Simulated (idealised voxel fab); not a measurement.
The process module presented herein is designated voxel gate over fins.
Pictured: cross-section cut, 210 nm wide, on a grid of 5 nm square cells.
Cross-section, as written here: a square-cell grid given band by band from the top down, where a band holds one or more rows of cells. Band entry format. Leading values: height of top, height of bottom, nm. Remainder: materials in left-to-right order, each with its width in nm. Special words: "edge to edge" on a single material, which then fills the band edge to edge; "empty", empty space. It should be noted that heights are counted from 0, beneath which the wafer as supplied is of one material throughout, and that the lowest band possesses no lower boundary but continues downward, as written in "from 0 down". So if you see something like "30..40" for the width, read it as the top row of the band sitting at the first number and the bottom row at the second, with every row in between moving by the same amount as the last. "nothing was modified" for a step: no cell of the cross-section changed in that step. You'll see "Sealed void list" listing empty spaces that have no way open to the top, as long as they're 8 cells or more; the notation is width x height at distance, where the distance is from the left edge, and all of it is in nm. That trailing text on a step's line, after the settings, is the simulator's own remark on the step. A step's line can hold "overlay nm"; with a mask on that step, the setting says how far right of the planned place the mask lay, while a negative setting says it lay to the left.

THE PLANNED PROCESS STEPS ARE ENUMERATED HEREUNDER
1) RECEIVE (material Si)
2) CONFORMAL_DEP (material SiN; thk nm 5)
3) DIRECTIONAL_DEP (material aC; thk nm 10)
4) PATTERN (tone cover; mask id FINS; material resist; width nm 15; pitch nm 35; thk nm 30; overlay nm 0)
5) DIRECTIONAL_ETCH (etch materials aC; depth nm 10)
6) STRIP (etch materials resist)
7) DIRECTIONAL_ETCH (etch materials SiN; depth nm 5)
8) DIRECTIONAL_ETCH (etch materials Si; depth nm 35)
9) STRIP (etch materials aC)
10) OXIDIZE (depth nm 5)
11) FILL_DEP (material SiO2; thk nm 15)
12) CMP (height nm 5)
13) SELECTIVE_ETCH (etch materials SiO2; depth nm 20)
14) STRIP (etch materials SiN)
15) CONFORMAL_DEP (material HfO2; thk nm 5)
16) CONFORMAL_DEP (material TiN; thk nm 5)
17) CONFORMAL_DEP (material TiAl; thk nm 5)
18) CONFORMAL_DEP (material TiN; thk nm 5)
19) FILL_DEP (material W; thk nm 15)
20) CMP (height nm 30)
21) CONFORMAL_DEP (material SiN; thk nm 5)

THIS IS THE CROSS-SECTION OF THE WAFER AS WE RECEIVED IT, I.E. AFTER STEP 1
  from 0 down | Si edge to edge
  Sealed void list: none

STARTING STRUCTURE AND PROCESS PLAN ARE AS SHOWN ABOVE, BUT ONE MISTAKE WAS MADE IN RUNNING THE MODULE; THE WAFER CROSS-SECTION AT THE END OF THE MODULE FOLLOWS
  from 35 to 30 | SiN edge to edge
  from 30 to 20 | W edge to edge
  from 20 to 15 | 30 W, then 150 TiN, then 30 W
  from 15 to 5 | 30 W, then 5 TiN, then 140 TiAl, then 5 TiN, then 30 W
  from 5 to 0 | 35 TiN, then 10 TiAl, then 15 HfO2, then 20 TiAl, then 15 HfO2, then 20 TiAl, then 15 HfO2, then 20 TiAl, then 15 HfO2, then 10 TiAl, then 35 TiN
  from 0 to -10 | 45 TiAl, then 5 HfO2, then 5 Si, then 5 HfO2, then 20 TiAl, then 5 HfO2, then 5 Si, then 5 HfO2, then 20 TiAl, then 5 HfO2, then 5 Si, then 5 HfO2, then 20 TiAl, then 5 HfO2, then 5 Si, then 5 HfO2, then 45 TiAl
  from -10 to -15 | 50 HfO2, then 5 Si, then 30 HfO2, then 5 Si, then 30 HfO2, then 5 Si, then 30 HfO2, then 5 Si, then 50 HfO2
  from -15 to -40 | 50 SiO2, then 5 Si, then 30 SiO2, then 5 Si, then 30 SiO2, then 5 Si, then 30 SiO2, then 5 Si, then 50 SiO2
  from -40 down | Si edge to edge
  Sealed void list: none
Deviation noted in wafer processing: step 16 ran with different settings than intended, the actual operation and settings being CONFORMAL_DEP (material TiAl; thk nm 5)
